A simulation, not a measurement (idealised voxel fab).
process module | voxel gate over fins
cross-section cut | 260 nm wide | cells 5 nm
A cross-section is a grid of square cells, given in bands from the top down. A band is one or more rows of cells.
Each band's line starts with the height of the band's top and of its bottom, in nm. Then come its materials from left to right, each with its width in nm. One material with "throughout" fills the band from edge to edge. "air" is empty space.
Height 0 is the level under which the wafer as received is all one material. The lowest band goes on downwards, as in "0 down".
A width such as "30 to 40" changes by the same amount from each row of cells to the next, from the band's top row to its bottom row.
"no change" after a step means that no cell of the cross-section changed.
closed voids: empty space of 8 cells or more with no open way to the top, each as width x height at its distance from the left edge, in nm
after a step's settings: what the simulator itself notes on the step
overlay nm, on a step with a mask: how far to the right of its planned place the mask lay; to the left if negative
plan
1 op RECEIVE | material Si
2 op CONFORMAL_DEP | material SiN | thk nm 5
3 op MASKED_ETCH | tone cover | mask id FINS | width nm 15 | pitch nm 50 | etch materials SiN | depth nm 5 | overlay nm 0
4 op MASKED_ETCH | tone cover | mask id FINS | width nm 15 | pitch nm 50 | etch materials Si | depth nm 35 | overlay nm 0
5 op OXIDIZE | depth nm 5
6 op FILL_DEP | material SiO2 | thk nm 15
7 op CMP | height nm 5
8 op MASKED_ETCH | tone open | mask id RAIL | width nm 15 | etch materials SiO2 | depth nm 35 | overlay nm 0
9 op CONFORMAL_DEP | material TiN | thk nm 5
10 op FILL_DEP | material Ru | thk nm 5
11 op CMP | height nm 5
12 op SELECTIVE_ETCH | etch materials W Ru TiN | depth nm 20
13 op FILL_DEP | material SiO2 | thk nm 5
14 op CMP | height nm 5
15 op SELECTIVE_ETCH | etch materials SiO2 | depth nm 15
16 op STRIP | etch materials SiN
17 op CONFORMAL_DEP | material HfO2 | thk nm 5
18 op CONFORMAL_DEP | material TiN | thk nm 5
19 op CONFORMAL_DEP | material TiAl | thk nm 5
20 op CONFORMAL_DEP | material TiN | thk nm 5
21 op FILL_DEP | material W | thk nm 10
22 op CMP | height nm 25
23 op CONFORMAL_DEP | material SiCN | thk nm 5
first wafer, as planned
as received, after step 1
  0 down: Si throughout
  closed voids: none
after step 2
  5 to 0: SiN throughout
  below 0: unchanged
after step 3
  5 to 0: air 45 | SiN 15 | air 35 | SiN 15 | air 35 | SiN 15 | air 35 | SiN 15 | air 50
  below 0: unchanged
after step 4
  5 to 0: air 45 | SiN 15 | air 35 | SiN 15 | air 35 | SiN 15 | air 35 | SiN 15 | air 50
  0 to -35: air 45 | Si 15 | air 35 | Si 15 | air 35 | Si 15 | air 35 | Si 15 | air 50
  below -35: unchanged
after step 5
  5 to 0: air 45 | SiN 15 | air 35 | SiN 15 | air 35 | SiN 15 | air 35 | SiN 15 | air 50
  0 to -35: air 45 | SiO2 5 | Si 5 | SiO2 5 | air 35 | SiO2 5 | Si 5 | SiO2 5 | air 35 | SiO2 5 | Si 5 | SiO2 5 | air 35 | SiO2 5 | Si 5 | SiO2 5 | air 50
  -35 to -40: SiO2 50 | Si 5 | SiO2 45 | Si 5 | SiO2 45 | Si 5 | SiO2 45 | Si 5 | SiO2 55
  below -40: unchanged
after step 6
  20 to 5: SiO2 throughout
  5 to 0: SiO2 45 | SiN 15 | SiO2 35 | SiN 15 | SiO2 35 | SiN 15 | SiO2 35 | SiN 15 | SiO2 50
  0 to -40: SiO2 50 | Si 5 | SiO2 45 | Si 5 | SiO2 45 | Si 5 | SiO2 45 | Si 5 | SiO2 55
  below -40: unchanged
after step 7
  5 to 0: SiO2 45 | SiN 15 | SiO2 35 | SiN 15 | SiO2 35 | SiN 15 | SiO2 35 | SiN 15 | SiO2 50
  below 0: unchanged
after step 8
  5 to 0: SiO2 45 | SiN 15 | SiO2 10 | air 15 | SiO2 10 | SiN 15 | SiO2 35 | SiN 15 | SiO2 35 | SiN 15 | SiO2 50
  0 to -30: SiO2 50 | Si 5 | SiO2 15 | air 15 | SiO2 15 | Si 5 | SiO2 45 | Si 5 | SiO2 45 | Si 5 | SiO2 55
  below -30: unchanged
after step 9
  10 to 5: TiN 75 | air 5 | TiN 180
  5 to 0: SiO2 45 | SiN 15 | SiO2 10 | TiN 5 | air 5 | TiN 5 | SiO2 10 | SiN 15 | SiO2 35 | SiN 15 | SiO2 35 | SiN 15 | SiO2 50
  0 to -25: SiO2 50 | Si 5 | SiO2 15 | TiN 5 | air 5 | TiN 5 | SiO2 15 | Si 5 | SiO2 45 | Si 5 | SiO2 45 | Si 5 | SiO2 55
  -25 to -30: SiO2 50 | Si 5 | SiO2 15 | TiN 15 | SiO2 15 | Si 5 | SiO2 45 | Si 5 | SiO2 45 | Si 5 | SiO2 55
  below -30: unchanged
after step 10
  15 to 10: Ru throughout
  10 to 5: TiN 75 | Ru 5 | TiN 180
  5 to 0: SiO2 45 | SiN 15 | SiO2 10 | TiN 5 | Ru 5 | TiN 5 | SiO2 10 | SiN 15 | SiO2 35 | SiN 15 | SiO2 35 | SiN 15 | SiO2 50
  0 to -25: SiO2 50 | Si 5 | SiO2 15 | TiN 5 | Ru 5 | TiN 5 | SiO2 15 | Si 5 | SiO2 45 | Si 5 | SiO2 45 | Si 5 | SiO2 55
  below -25: unchanged
after step 11
  5 to 0: SiO2 45 | SiN 15 | SiO2 10 | TiN 5 | Ru 5 | TiN 5 | SiO2 10 | SiN 15 | SiO2 35 | SiN 15 | SiO2 35 | SiN 15 | SiO2 50
  below 0: unchanged
after step 12
  5 to 0: SiO2 45 | SiN 15 | SiO2 10 | air 15 | SiO2 10 | SiN 15 | SiO2 35 | SiN 15 | SiO2 35 | SiN 15 | SiO2 50
  0 to -15: SiO2 50 | Si 5 | SiO2 15 | air 15 | SiO2 15 | Si 5 | SiO2 45 | Si 5 | SiO2 45 | Si 5 | SiO2 55
  below -15: unchanged
after step 13
  10 to 5: SiO2 throughout
  5 to 0: SiO2 45 | SiN 15 | SiO2 35 | SiN 15 | SiO2 35 | SiN 15 | SiO2 35 | SiN 15 | SiO2 50
  0 to -15: SiO2 50 | Si 5 | SiO2 45 | Si 5 | SiO2 45 | Si 5 | SiO2 45 | Si 5 | SiO2 55
  below -15: unchanged
after step 14
  5 to 0: SiO2 45 | SiN 15 | SiO2 35 | SiN 15 | SiO2 35 | SiN 15 | SiO2 35 | SiN 15 | SiO2 50
  below 0: unchanged
after step 15
  5 to 0: air 45 | SiN 15 | air 35 | SiN 15 | air 35 | SiN 15 | air 35 | SiN 15 | air 50
  0 to -10: air 50 | Si 5 | air 45 | Si 5 | air 45 | Si 5 | air 45 | Si 5 | air 55
  below -10: unchanged
after step 16
  0 to -10: air 50 | Si 5 | air 45 | Si 5 | air 45 | Si 5 | air 45 | Si 5 | air 55
  below -10: unchanged
after step 17
  5 to 0: air 45 | HfO2 15 | air 35 | HfO2 15 | air 35 | HfO2 15 | air 35 | HfO2 15 | air 50
  0 to -5: air 45 | HfO2 5 | Si 5 | HfO2 5 | air 35 | HfO2 5 | Si 5 | HfO2 5 | air 35 | HfO2 5 | Si 5 | HfO2 5 | air 35 | HfO2 5 | Si 5 | HfO2 5 | air 50
  -5 to -10: HfO2 50 | Si 5 | HfO2 45 | Si 5 | HfO2 45 | Si 5 | HfO2 45 | Si 5 | HfO2 55
  below -10: unchanged
after step 18
  10 to 5: air 40 | TiN 25 | air 25 | TiN 25 | air 25 | TiN 25 | air 25 | TiN 25 | air 45
  5 to 0: air 40 | TiN 5 | HfO2 15 | TiN 5 | air 25 | TiN 5 | HfO2 15 | TiN 5 | air 25 | TiN 5 | HfO2 15 | TiN 5 | air 25 | TiN 5 | HfO2 15 | TiN 5 | air 45
  0 to -5: TiN 45 | HfO2 5 | Si 5 | HfO2 5 | TiN 35 | HfO2 5 | Si 5 | HfO2 5 | TiN 35 | HfO2 5 | Si 5 | HfO2 5 | TiN 35 | HfO2 5 | Si 5 | HfO2 5 | TiN 50
  below -5: unchanged
after step 19
  15 to 10: air 35 | TiAl 35 | air 15 | TiAl 35 | air 15 | TiAl 35 | air 15 | TiAl 35 | air 40
  10 to 5: air 35 | TiAl 5 | TiN 25 | TiAl 5 | air 15 | TiAl 5 | TiN 25 | TiAl 5 | air 15 | TiAl 5 | TiN 25 | TiAl 5 | air 15 | TiAl 5 | TiN 25 | TiAl 5 | air 40
  5 to 0: TiAl 40 | TiN 5 | HfO2 15 | TiN 5 | TiAl 25 | TiN 5 | HfO2 15 | TiN 5 | TiAl 25 | TiN 5 | HfO2 15 | TiN 5 | TiAl 25 | TiN 5 | HfO2 15 | TiN 5 | TiAl 45
  below 0: unchanged
after step 20
  20 to 15: air 30 | TiN 45 | air 5 | TiN 45 | air 5 | TiN 45 | air 5 | TiN 45 | air 35
  15 to 10: air 30 | TiN 5 | TiAl 35 | TiN 5 | air 5 | TiN 5 | TiAl 35 | TiN 5 | air 5 | TiN 5 | TiAl 35 | TiN 5 | air 5 | TiN 5 | TiAl 35 | TiN 5 | air 35
  10 to 5: TiN 35 | TiAl 5 | TiN 25 | TiAl 5 | TiN 15 | TiAl 5 | TiN 25 | TiAl 5 | TiN 15 | TiAl 5 | TiN 25 | TiAl 5 | TiN 15 | TiAl 5 | TiN 25 | TiAl 5 | TiN 40
  below 5: unchanged
after step 21
  30 to 20: W throughout
  20 to 15: W 30 | TiN 45 | W 5 | TiN 45 | W 5 | TiN 45 | W 5 | TiN 45 | W 35
  15 to 10: W 30 | TiN 5 | TiAl 35 | TiN 5 | W 5 | TiN 5 | TiAl 35 | TiN 5 | W 5 | TiN 5 | TiAl 35 | TiN 5 | W 5 | TiN 5 | TiAl 35 | TiN 5 | W 35
  below 10: unchanged
after step 22
  25 to 20: W throughout
  below 20: unchanged
after step 23
  30 to 25: SiCN throughout
  below 25: unchanged
second wafer: like start, like plan, one mistake. Through step 2 it matches the first wafer
when step 3 should have ended
  5 to 0: air 45 | SiN 20 | air 30 | SiN 20 | air 30 | SiN 20 | air 30 | SiN 20 | air 45
  below 0: unchanged
when step 4 should have ended
  5 to 0: air 45 | SiN 20 | air 30 | SiN 20 | air 30 | SiN 20 | air 30 | SiN 20 | air 45
  0 to -35: air 45 | Si 20 | air 30 | Si 20 | air 30 | Si 20 | air 30 | Si 20 | air 45
  below -35: unchanged
when step 5 should have ended
  5 to 0: air 45 | SiN 20 | air 30 | SiN 20 | air 30 | SiN 20 | air 30 | SiN 20 | air 45
  0 to -35: air 45 | SiO2 5 | Si 10 | SiO2 5 | air 30 | SiO2 5 | Si 10 | SiO2 5 | air 30 | SiO2 5 | Si 10 | SiO2 5 | air 30 | SiO2 5 | Si 10 | SiO2 5 | air 45
  -35 to -40: SiO2 50 | Si 10 | SiO2 40 | Si 10 | SiO2 40 | Si 10 | SiO2 40 | Si 10 | SiO2 50
  below -40: unchanged
when step 6 should have ended
  20 to 5: SiO2 throughout
  5 to 0: SiO2 45 | SiN 20 | SiO2 30 | SiN 20 | SiO2 30 | SiN 20 | SiO2 30 | SiN 20 | SiO2 45
  0 to -40: SiO2 50 | Si 10 | SiO2 40 | Si 10 | SiO2 40 | Si 10 | SiO2 40 | Si 10 | SiO2 50
  below -40: unchanged
when step 7 should have ended
  5 to 0: SiO2 45 | SiN 20 | SiO2 30 | SiN 20 | SiO2 30 | SiN 20 | SiO2 30 | SiN 20 | SiO2 45
  below 0: unchanged
when step 8 should have ended
  5 to 0: SiO2 45 | SiN 20 | SiO2 5 | air 15 | SiO2 10 | SiN 20 | SiO2 30 | SiN 20 | SiO2 30 | SiN 20 | SiO2 45
  0 to -30: SiO2 50 | Si 10 | SiO2 10 | air 15 | SiO2 15 | Si 10 | SiO2 40 | Si 10 | SiO2 40 | Si 10 | SiO2 50
  below -30: unchanged
when step 9 should have ended
  10 to 5: TiN 75 | air 5 | TiN 180
  5 to 0: SiO2 45 | SiN 20 | SiO2 5 | TiN 5 | air 5 | TiN 5 | SiO2 10 | SiN 20 | SiO2 30 | SiN 20 | SiO2 30 | SiN 20 | SiO2 45
  0 to -25: SiO2 50 | Si 10 | SiO2 10 | TiN 5 | air 5 | TiN 5 | SiO2 15 | Si 10 | SiO2 40 | Si 10 | SiO2 40 | Si 10 | SiO2 50
  -25 to -30: SiO2 50 | Si 10 | SiO2 10 | TiN 15 | SiO2 15 | Si 10 | SiO2 40 | Si 10 | SiO2 40 | Si 10 | SiO2 50
  below -30: unchanged
when step 10 should have ended
  15 to 10: Ru throughout
  10 to 5: TiN 75 | Ru 5 | TiN 180
  5 to 0: SiO2 45 | SiN 20 | SiO2 5 | TiN 5 | Ru 5 | TiN 5 | SiO2 10 | SiN 20 | SiO2 30 | SiN 20 | SiO2 30 | SiN 20 | SiO2 45
  0 to -25: SiO2 50 | Si 10 | SiO2 10 | TiN 5 | Ru 5 | TiN 5 | SiO2 15 | Si 10 | SiO2 40 | Si 10 | SiO2 40 | Si 10 | SiO2 50
  below -25: unchanged
when step 11 should have ended
  5 to 0: SiO2 45 | SiN 20 | SiO2 5 | TiN 5 | Ru 5 | TiN 5 | SiO2 10 | SiN 20 | SiO2 30 | SiN 20 | SiO2 30 | SiN 20 | SiO2 45
  below 0: unchanged
when step 12 should have ended
  5 to 0: SiO2 45 | SiN 20 | SiO2 5 | air 15 | SiO2 10 | SiN 20 | SiO2 30 | SiN 20 | SiO2 30 | SiN 20 | SiO2 45
  0 to -15: SiO2 50 | Si 10 | SiO2 10 | air 15 | SiO2 15 | Si 10 | SiO2 40 | Si 10 | SiO2 40 | Si 10 | SiO2 50
  below -15: unchanged
when step 13 should have ended
  10 to 5: SiO2 throughout
  5 to 0: SiO2 45 | SiN 20 | SiO2 30 | SiN 20 | SiO2 30 | SiN 20 | SiO2 30 | SiN 20 | SiO2 45
  0 to -15: SiO2 50 | Si 10 | SiO2 40 | Si 10 | SiO2 40 | Si 10 | SiO2 40 | Si 10 | SiO2 50
  below -15: unchanged
when step 14 should have ended
  5 to 0: SiO2 45 | SiN 20 | SiO2 30 | SiN 20 | SiO2 30 | SiN 20 | SiO2 30 | SiN 20 | SiO2 45
  below 0: unchanged
when step 15 should have ended
  5 to 0: air 45 | SiN 20 | air 30 | SiN 20 | air 30 | SiN 20 | air 30 | SiN 20 | air 45
  0 to -10: air 50 | Si 10 | air 40 | Si 10 | air 40 | Si 10 | air 40 | Si 10 | air 50
  below -10: unchanged
when step 16 should have ended
  0 to -10: air 50 | Si 10 | air 40 | Si 10 | air 40 | Si 10 | air 40 | Si 10 | air 50
  below -10: unchanged
when step 17 should have ended
  5 to 0: air 45 | HfO2 20 | air 30 | HfO2 20 | air 30 | HfO2 20 | air 30 | HfO2 20 | air 45
  0 to -5: air 45 | HfO2 5 | Si 10 | HfO2 5 | air 30 | HfO2 5 | Si 10 | HfO2 5 | air 30 | HfO2 5 | Si 10 | HfO2 5 | air 30 | HfO2 5 | Si 10 | HfO2 5 | air 45
  -5 to -10: HfO2 50 | Si 10 | HfO2 40 | Si 10 | HfO2 40 | Si 10 | HfO2 40 | Si 10 | HfO2 50
  below -10: unchanged
when step 18 should have ended
  10 to 5: air 40 | TiN 30 | air 20 | TiN 30 | air 20 | TiN 30 | air 20 | TiN 30 | air 40
  5 to 0: air 40 | TiN 5 | HfO2 20 | TiN 5 | air 20 | TiN 5 | HfO2 20 | TiN 5 | air 20 | TiN 5 | HfO2 20 | TiN 5 | air 20 | TiN 5 | HfO2 20 | TiN 5 | air 40
  0 to -5: TiN 45 | HfO2 5 | Si 10 | HfO2 5 | TiN 30 | HfO2 5 | Si 10 | HfO2 5 | TiN 30 | HfO2 5 | Si 10 | HfO2 5 | TiN 30 | HfO2 5 | Si 10 | HfO2 5 | TiN 45
  below -5: unchanged
when step 19 should have ended
  15 to 10: air 35 | TiAl 40 | air 10 | TiAl 40 | air 10 | TiAl 40 | air 10 | TiAl 40 | air 35
  10 to 5: air 35 | TiAl 5 | TiN 30 | TiAl 5 | air 10 | TiAl 5 | TiN 30 | TiAl 5 | air 10 | TiAl 5 | TiN 30 | TiAl 5 | air 10 | TiAl 5 | TiN 30 | TiAl 5 | air 35
  5 to 0: TiAl 40 | TiN 5 | HfO2 20 | TiN 5 | TiAl 20 | TiN 5 | HfO2 20 | TiN 5 | TiAl 20 | TiN 5 | HfO2 20 | TiN 5 | TiAl 20 | TiN 5 | HfO2 20 | TiN 5 | TiAl 40
  below 0: unchanged
when step 20 should have ended
  20 to 15: air 30 | TiN 200 | air 30
  15 to 10: air 30 | TiN 5 | TiAl 40 | TiN 10 | TiAl 40 | TiN 10 | TiAl 40 | TiN 10 | TiAl 40 | TiN 5 | air 30
  10 to 5: TiN 35 | TiAl 5 | TiN 30 | TiAl 5 | TiN 10 | TiAl 5 | TiN 30 | TiAl 5 | TiN 10 | TiAl 5 | TiN 30 | TiAl 5 | TiN 10 | TiAl 5 | TiN 30 | TiAl 5 | TiN 35
  below 5: unchanged
when step 21 should have ended
  30 to 20: W throughout
  20 to 15: W 30 | TiN 200 | W 30
  15 to 10: W 30 | TiN 5 | TiAl 40 | TiN 10 | TiAl 40 | TiN 10 | TiAl 40 | TiN 10 | TiAl 40 | TiN 5 | W 30
  below 10: unchanged
when step 22 should have ended
  25 to 20: W throughout
  below 20: unchanged
when step 23 should have ended
  30 to 25: SiCN throughout
  below 25: unchanged
what went wrong: step 3 ran as: op MASKED_ETCH | tone cover | mask id FINS | width nm 20 | pitch nm 50 | etch materials SiN | depth nm 5 | overlay nm 0
at the end the second wafer has, in cells: 32 more of Si | 24 fewer of SiO2 | 8 fewer of W
